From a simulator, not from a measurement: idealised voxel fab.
The name of this process module is voxel trench capacitor.
The cross-section on display is named cut; it measures 260 nm wide, and its cells are 5 nm squares.
Square cells in a grid make up a cross-section in this document, and the grid is given as bands, listed from the top down, each one or more rows of cells. Read a band's entry like this: the first values are the height of its top and the height of its bottom in nm, and what follows is the sequence of materials from left to right, each with its width in nm. Note that "blank" is empty space, and that a single material marked "everywhere" reaches across the band from edge to edge. Note: height 0 marks the level under which the wafer is uniformly one material as received. Lowest band unbounded below, written "from 0 down". A width given as "30 to 40" starts at the first number in the band's top row and ends at the second number in its bottom row, shifting by an equal amount at every step from row to row. For the purposes of this document, the phrase "no modification" attached to a step denotes that no cell within the cross-section was modified by that step. Empty spaces without an open route to the top, at least 8 cells in extent, make up the entry "Internal closed voids"; each is given as width x height at distance, where the distance is measured from the left edge, and all are in nm. Heads up: the bit after the settings on a step's line is the simulator's remark on that step. When a step includes a mask, the "overlay nm" setting on its line states how far to the right of its planned place that mask lay, and negative values state how far to the left.
### Set out below are the planned steps of the process
1. op RECEIVE | material Si
2. op CONFORMAL_DEP | material SiN | thk nm 10
3. op DIRECTIONAL_DEP | material aC | thk nm 15
4. op PATTERN | tone open | mask id TRENCH | material resist | width nm 30 | pitch nm 60 | thk nm 35 | overlay nm -10
5. op DIRECTIONAL_ETCH | etch materials aC | depth nm 15
6. op STRIP | etch materials resist
7. op DIRECTIONAL_ETCH | etch materials SiN | depth nm 10
8. op DIRECTIONAL_ETCH | etch materials Si | depth nm 40
9. op STRIP | etch materials aC
10. op CONFORMAL_DEP | material HfO2 | thk nm 5
11. op CONFORMAL_DEP | material TiN | thk nm 5
12. op FILL_DEP | material W | thk nm 10
13. op CMP | height nm 10
Heads up: all these wafers start the same, and what changes between them is the overlay nm in step 4. The value you see in the plan is just what the first wafer got.
### As received, i.e. after step 1: cross-section through the first of several wafers
from 0 down  Si everywhere
Internal closed voids: none
### Once step 13, the last step, is complete, the module is at its end; this is the cross-section of the first of several wafers
from 10 to 0  SiN 15, then HfO2 5, then TiN 5, then W 10, then TiN 5, then HfO2 5, then SiN 30, then HfO2 5, then TiN 5, then W 10, then TiN 5, then HfO2 5, then SiN 30, then HfO2 5, then TiN 5, then W 10, then TiN 5, then HfO2 5, then SiN 30, then HfO2 5, then TiN 5, then W 10, then TiN 5, then HfO2 5, then SiN 35
from 0 to -30  Si 15, then HfO2 5, then TiN 5, then W 10, then TiN 5, then HfO2 5, then Si 30, then HfO2 5, then TiN 5, then W 10, then TiN 5, then HfO2 5, then Si 30, then HfO2 5, then TiN 5, then W 10, then TiN 5, then HfO2 5, then Si 30, then HfO2 5, then TiN 5, then W 10, then TiN 5, then HfO2 5, then Si 35
from -30 to -35  Si 15, then HfO2 5, then TiN 20, then HfO2 5, then Si 30, then HfO2 5, then TiN 20, then HfO2 5, then Si 30, then HfO2 5, then TiN 20, then HfO2 5, then Si 30, then HfO2 5, then TiN 20, then HfO2 5, then Si 35
from -35 to -40  Si 15, then HfO2 30, then Si 30, then HfO2 30, then Si 30, then HfO2 30, then Si 30, then HfO2 30, then Si 35
from -40 down  Si everywhere
Internal closed voids: none
### The last wafer as seen in cross-section at the end of the module
from 10 to 0  SiN 35, then HfO2 5, then TiN 5, then W 10, then TiN 5, then HfO2 5, then SiN 30, then HfO2 5, then TiN 5, then W 10, then TiN 5, then HfO2 5, then SiN 30, then HfO2 5, then TiN 5, then W 10, then TiN 5, then HfO2 5, then SiN 30, then HfO2 5, then TiN 5, then W 10, then TiN 5, then HfO2 5, then SiN 15
from 0 to -30  Si 35, then HfO2 5, then TiN 5, then W 10, then TiN 5, then HfO2 5, then Si 30, then HfO2 5, then TiN 5, then W 10, then TiN 5, then HfO2 5, then Si 30, then HfO2 5, then TiN 5, then W 10, then TiN 5, then HfO2 5, then Si 30, then HfO2 5, then TiN 5, then W 10, then TiN 5, then HfO2 5, then Si 15
from -30 to -35  Si 35, then HfO2 5, then TiN 20, then HfO2 5, then Si 30, then HfO2 5, then TiN 20, then HfO2 5, then Si 30, then HfO2 5, then TiN 20, then HfO2 5, then Si 30, then HfO2 5, then TiN 20, then HfO2 5, then Si 15
from -35 to -40  Si 35, then HfO2 30, then Si 30, then HfO2 30, then Si 30, then HfO2 30, then Si 30, then HfO2 30, then Si 15
from -40 down  Si everywhere
Internal closed voids: none
### End of module, by wafer: material-by-material cell gain (+) or loss (-) since receipt, then closed voids
overlay nm -10; +96 HfO2; -192 Si; +56 SiN; +80 TiN; +64 W; Internal closed voids: none
overlay nm -5; +96 HfO2; -192 Si; +56 SiN; +80 TiN; +64 W; Internal closed voids: none
overlay nm 0; +96 HfO2; -192 Si; +56 SiN; +80 TiN; +64 W; Internal closed voids: none
overlay nm 5; +96 HfO2; -192 Si; +56 SiN; +80 TiN; +64 W; Internal closed voids: none
overlay nm 10; +96 HfO2; -192 Si; +56 SiN; +80 TiN; +64 W; Internal closed voids: none
